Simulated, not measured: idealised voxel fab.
The following is a process module called voxel capacitor over wiring.
Pictured: cross-section cut, 225 nm wide, on a grid of 5 nm square cells.
We lay out every cross-section as a grid of square cells and spell it out in bands from the top down, where one band means one or more rows of cells.
Look at the band entry: it leads with the top's height and the bottom's height in nm. Then it lists the materials left to right, with a width in nm for each. The word "edge to edge" on a single material says that material fills the band edge to edge. The word "air" is empty space.
Height is counted from the level 0, under which the received wafer is composed throughout of one material. The lowest of the bands is not closed at the bottom but continues downward, in the notation "0 -> down".
Read "30->40" as a graded width: first number on top, second number at the bottom, same change between each pair of neighbouring rows.
No cell of the cross-section changed in a step that is given as "remains unaltered".
The list in "Enclosed cavity list" covers empty spaces of 8 cells or more that cannot reach the top through any open way, and it gives each as width x height at distance; the distance is from the left edge, and width, height and distance are in nm.
Text after the settings on a step's line: the simulator's own remark on that step.
The optional step-line setting "overlay nm" applies to steps with a mask and quantifies how far to the right of its planned location the mask lay, a negative value indicating leftward placement.
## Steps in the process plan
1: RECEIVE (material Si)
2: CONFORMAL_DEP (material SiO2; thk nm 15)
3: CONFORMAL_DEP (material SiN; thk nm 5)
4: DIRECTIONAL_DEP (material SiO2; thk nm 25)
5: PATTERN (tone open; mask id METAL_1; material resist; width nm 30; pitch nm 80; thk nm 15; overlay nm 0)
6: DIRECTIONAL_ETCH (etch materials SiO2; depth nm 25)
7: DIRECTIONAL_ETCH (etch materials SiN; depth nm 5)
8: STRIP (etch materials resist)
9: CONFORMAL_DEP (material TiN; thk nm 5)
10: FILL_DEP (material W; thk nm 10)
11: CMP (height nm 45)
12: CONFORMAL_DEP (material SiCN; thk nm 5)
13: DIRECTIONAL_DEP (material lowk; thk nm 15)
14: PATTERN (tone open; mask id PLUG_1; material resist; width nm 15; thk nm 20; overlay nm 0)
15: DIRECTIONAL_ETCH (etch materials lowk; depth nm 15)
16: DIRECTIONAL_ETCH (etch materials SiCN; depth nm 5)
17: STRIP (etch materials resist)
18: EPI (material Ru; thk nm 10)
19: EPI (material Ru; thk nm 10)
20: DIRECTIONAL_DEP (material TiN; thk nm 10)
21: DIRECTIONAL_DEP (material HfO2; thk nm 5)
22: DIRECTIONAL_DEP (material TiN; thk nm 10)
23: MASKED_ETCH (tone cover; mask id UPPER_PLATE; width nm 55; etch materials TiN; depth nm 10; overlay nm 0)
24: MASKED_ETCH (tone cover; mask id UPPER_PLATE; width nm 55; etch materials HfO2; depth nm 5; overlay nm 0)
25: MASKED_ETCH (tone cover; mask id LOWER_PLATE; width nm 65; etch materials TiN; depth nm 10; overlay nm 0)
26: FILL_DEP (material SiO2; thk nm 20)
27: CMP (height nm 105)
28: PATTERN (tone open; mask id PLUG_2; material resist; width nm 15; thk nm 15; overlay nm 0)
29: DIRECTIONAL_ETCH (etch materials SiO2; depth nm 15)
30: STRIP (etch materials resist)
31: CONFORMAL_DEP (material TiN; thk nm 5)
32: FILL_DEP (material Ru; thk nm 10)
33: CMP (height nm 105)
34: CONFORMAL_DEP (material SiN; thk nm 5)
## The first of two wafers, run as planned
## Shown in cross-section is the wafer as received, that is, as it stands after step 1
- 0 -> down | Si edge to edge
- Enclosed cavity list: none
## After step 2, in cross-section
- 15 -> 0 | SiO2 edge to edge
- At heights below 0, the structure remains unaltered.
## After step 3, in cross-section
- 20 -> 15 | SiN edge to edge
- At heights below 15, the structure remains unaltered.
## After step 4, in cross-section
- 45 -> 20 | SiO2 edge to edge
- At heights below 20, the structure remains unaltered.
## After step 5, in cross-section
- 60 -> 45 | 55 resist, then 30 air, then 50 resist, then 30 air, then 60 resist
- At heights below 45, the structure remains unaltered.
## After step 6, in cross-section
- 60 -> 45 | 55 resist, then 30 air, then 50 resist, then 30 air, then 60 resist
- 45 -> 20 | 55 SiO2, then 30 air, then 50 SiO2, then 30 air, then 60 SiO2
- At heights below 20, the structure remains unaltered.
## After step 7, in cross-section
- 60 -> 45 | 55 resist, then 30 air, then 50 resist, then 30 air, then 60 resist
- 45 -> 20 | 55 SiO2, then 30 air, then 50 SiO2, then 30 air, then 60 SiO2
- 20 -> 15 | 55 SiN, then 30 air, then 50 SiN, then 30 air, then 60 SiN
- At heights below 15, the structure remains unaltered.
## After step 8, in cross-section
- 45 -> 20 | 55 SiO2, then 30 air, then 50 SiO2, then 30 air, then 60 SiO2
- At heights below 20, the structure remains unaltered.
## After step 9, in cross-section
- 50 -> 45 | 60 TiN, then 20 air, then 60 TiN, then 20 air, then 65 TiN
- 45 -> 20 | 55 SiO2, then 5 TiN, then 20 air, then 5 TiN, then 50 SiO2, then 5 TiN, then 20 air, then 5 TiN, then 60 SiO2
- 20 -> 15 | 55 SiN, then 30 TiN, then 50 SiN, then 30 TiN, then 60 SiN
- At heights below 15, the structure remains unaltered.
## After step 10, in cross-section
- 60 -> 50 | W edge to edge
- 50 -> 45 | 60 TiN, then 20 W, then 60 TiN, then 20 W, then 65 TiN
- 45 -> 20 | 55 SiO2, then 5 TiN, then 20 W, then 5 TiN, then 50 SiO2, then 5 TiN, then 20 W, then 5 TiN, then 60 SiO2
- At heights below 20, the structure remains unaltered.
## After step 11, in cross-section
- 45 -> 20 | 55 SiO2, then 5 TiN, then 20 W, then 5 TiN, then 50 SiO2, then 5 TiN, then 20 W, then 5 TiN, then 60 SiO2
- At heights below 20, the structure remains unaltered.
## After step 12, in cross-section
- 50 -> 45 | SiCN edge to edge
- At heights below 45, the structure remains unaltered.
## After step 13, in cross-section
- 65 -> 50 | lowk edge to edge
- At heights below 50, the structure remains unaltered.
## After step 14, in cross-section
- 85 -> 65 | 70 resist, then 15 air, then 140 resist
- At heights below 65, the structure remains unaltered.
## After step 15, in cross-section
- 85 -> 65 | 70 resist, then 15 air, then 140 resist
- 65 -> 50 | 70 lowk, then 15 air, then 140 lowk
- At heights below 50, the structure remains unaltered.
## After step 16, in cross-section
- 85 -> 65 | 70 resist, then 15 air, then 140 resist
- 65 -> 50 | 70 lowk, then 15 air, then 140 lowk
- 50 -> 45 | 70 SiCN, then 15 air, then 140 SiCN
- At heights below 45, the structure remains unaltered.
## After step 17, in cross-section
- 65 -> 50 | 70 lowk, then 15 air, then 140 lowk
- At heights below 50, the structure remains unaltered.
## After step 18, in cross-section
- 65 -> 55 | 70 lowk, then 15 air, then 140 lowk
- 55 -> 50 | 70 lowk, then 15 Ru, then 140 lowk
- 50 -> 45 | 70 SiCN, then 15 Ru, then 140 SiCN
- At heights below 45, the structure remains unaltered.
## After step 19, in cross-section
- 65 -> 50 | 70 lowk, then 15 Ru, then 140 lowk
- At heights below 50, the structure remains unaltered.
## After step 20, in cross-section
- 75 -> 65 | TiN edge to edge
- At heights below 65, the structure remains unaltered.
## After step 21, in cross-section
- 80 -> 75 | HfO2 edge to edge
- At heights below 75, the structure remains unaltered.
## After step 22, in cross-section
- 90 -> 80 | TiN edge to edge
- At heights below 80, the structure remains unaltered.
## After step 23, in cross-section
- 90 -> 80 | 70 air, then 55 TiN, then 100 air
- At heights below 80, the structure remains unaltered.
## After step 24, in cross-section
- 90 -> 80 | 70 air, then 55 TiN, then 100 air
- 80 -> 75 | 70 air, then 55 HfO2, then 100 air
- At heights below 75, the structure remains unaltered.
## After step 25, in cross-section
- 90 -> 80 | 70 air, then 55 TiN, then 100 air
- 80 -> 75 | 70 air, then 55 HfO2, then 100 air
- 75 -> 65 | 65 air, then 65 TiN, then 95 air
- At heights below 65, the structure remains unaltered.
## After step 26, in cross-section
- 110 -> 90 | SiO2 edge to edge
- 90 -> 80 | 70 SiO2, then 55 TiN, then 100 SiO2
- 80 -> 75 | 70 SiO2, then 55 HfO2, then 100 SiO2
- 75 -> 65 | 65 SiO2, then 65 TiN, then 95 SiO2
- At heights below 65, the structure remains unaltered.
## After step 27, in cross-section
- 105 -> 90 | SiO2 edge to edge
- At heights below 90, the structure remains unaltered.
## After step 28, in cross-section
- 120 -> 105 | 80 resist, then 15 air, then 130 resist
- At heights below 105, the structure remains unaltered.
## After step 29, in cross-section
- 120 -> 105 | 80 resist, then 15 air, then 130 resist
- 105 -> 90 | 80 SiO2, then 15 air, then 130 SiO2
- At heights below 90, the structure remains unaltered.
## After step 30, in cross-section
- 105 -> 90 | 80 SiO2, then 15 air, then 130 SiO2
- At heights below 90, the structure remains unaltered.
## After step 31, in cross-section
- 110 -> 105 | 85 TiN, then 5 air, then 135 TiN
- 105 -> 95 | 80 SiO2, then 5 TiN, then 5 air, then 5 TiN, then 130 SiO2
- 95 -> 90 | 80 SiO2, then 15 TiN, then 130 SiO2
- At heights below 90, the structure remains unaltered.
## After step 32, in cross-section
- 120 -> 110 | Ru edge to edge
- 110 -> 105 | 85 TiN, then 5 Ru, then 135 TiN
- 105 -> 95 | 80 SiO2, then 5 TiN, then 5 Ru, then 5 TiN, then 130 SiO2
- At heights below 95, the structure remains unaltered.
## After step 33, in cross-section
- 105 -> 95 | 80 SiO2, then 5 TiN, then 5 Ru, then 5 TiN, then 130 SiO2
- At heights below 95, the structure remains unaltered.
## After step 34, in cross-section
- 110 -> 105 | SiN edge to edge
- At heights below 105, the structure remains unaltered.
## Notes, second wafer: start = first wafer's, plan = first wafer's, execution had one mistake; history identical to first through step 17
## X-section, second wafer, when step 19 was due to finish
- 65 -> 55 | 70 lowk, then 15 air, then 140 lowk
- 55 -> 50 | 70 lowk, then 15 Ru, then 140 lowk
- 50 -> 45 | 70 SiCN, then 15 Ru, then 140 SiCN
- At heights below 45, the structure remains unaltered.
## X-section, second wafer, when step 20 was due to finish
- 75 -> 65 | 70 TiN, then 15 air, then 140 TiN
- 65 -> 55 | 70 lowk, then 15 TiN, then 140 lowk
- At heights below 55, the structure remains unaltered.
## X-section, second wafer, when step 21 was due to finish
- 80 -> 75 | 70 HfO2, then 15 air, then 140 HfO2
- 75 -> 70 | 70 TiN, then 15 air, then 140 TiN
- 70 -> 65 | 70 TiN, then 15 HfO2, then 140 TiN
- At heights below 65, the structure remains unaltered.
## X-section, second wafer, when step 22 was due to finish
- 90 -> 80 | 70 TiN, then 15 air, then 140 TiN
- 80 -> 75 | 70 HfO2, then 15 TiN, then 140 HfO2
- 75 -> 70 | TiN edge to edge
- At heights below 70, the structure remains unaltered.
## X-section, second wafer, when step 23 was due to finish
- 90 -> 80 | 85 air, then 40 TiN, then 100 air
- At heights below 80, the structure remains unaltered.
## X-section, second wafer, when step 24 was due to finish
- 90 -> 80 | 85 air, then 40 TiN, then 100 air
- 80 -> 75 | 70 air, then 15 TiN, then 40 HfO2, then 100 air
- At heights below 75, the structure remains unaltered.
## X-section, second wafer, when step 25 was due to finish
- 90 -> 80 | 85 air, then 40 TiN, then 100 air
- 80 -> 75 | 70 air, then 15 TiN, then 40 HfO2, then 100 air
- 75 -> 70 | 65 air, then 65 TiN, then 95 air
- 70 -> 65 | 65 air, then 5 TiN, then 15 HfO2, then 45 TiN, then 95 air
- At heights below 65, the structure remains unaltered.
## X-section, second wafer, when step 26 was due to finish
- 110 -> 90 | SiO2 edge to edge
- 90 -> 80 | 85 SiO2, then 40 TiN, then 100 SiO2
- 80 -> 75 | 70 SiO2, then 15 TiN, then 40 HfO2, then 100 SiO2
- 75 -> 70 | 65 SiO2, then 65 TiN, then 95 SiO2
- 70 -> 65 | 65 SiO2, then 5 TiN, then 15 HfO2, then 45 TiN, then 95 SiO2
- At heights below 65, the structure remains unaltered.
## X-section, second wafer, when step 27 was due to finish
- 105 -> 90 | SiO2 edge to edge
- At heights below 90, the structure remains unaltered.
## X-section, second wafer, when step 28 was due to finish
- 120 -> 105 | 80 resist, then 15 air, then 130 resist
- At heights below 105, the structure remains unaltered.
## X-section, second wafer, when step 29 was due to finish
- 120 -> 105 | 80 resist, then 15 air, then 130 resist
- 105 -> 90 | 80 SiO2, then 15 air, then 130 SiO2
- At heights below 90, the structure remains unaltered.
## X-section, second wafer, when step 30 was due to finish
- 105 -> 90 | 80 SiO2, then 15 air, then 130 SiO2
- At heights below 90, the structure remains unaltered.
## X-section, second wafer, when step 31 was due to finish
- 110 -> 105 | 85 TiN, then 5 air, then 135 TiN
- 105 -> 95 | 80 SiO2, then 5 TiN, then 5 air, then 5 TiN, then 130 SiO2
- 95 -> 90 | 80 SiO2, then 15 TiN, then 130 SiO2
- At heights below 90, the structure remains unaltered.
## X-section, second wafer, when step 32 was due to finish
- 120 -> 110 | Ru edge to edge
- 110 -> 105 | 85 TiN, then 5 Ru, then 135 TiN
- 105 -> 95 | 80 SiO2, then 5 TiN, then 5 Ru, then 5 TiN, then 130 SiO2
- At heights below 95, the structure remains unaltered.
## X-section, second wafer, when step 33 was due to finish
- 105 -> 95 | 80 SiO2, then 5 TiN, then 5 Ru, then 5 TiN, then 130 SiO2
- At heights below 95, the structure remains unaltered.
## X-section, second wafer, when step 34 was due to finish
- 110 -> 105 | SiN edge to edge
- At heights below 105, the structure remains unaltered.
It is concluded that the wafer was processed incorrectly with respect to the plan, in that of the identical steps 18 and 19, one was left out, though there is no way to say which
The final cell counts differ between the wafers, with the second having more or fewer of some materials than the first: -6 Ru, +6 SiO2
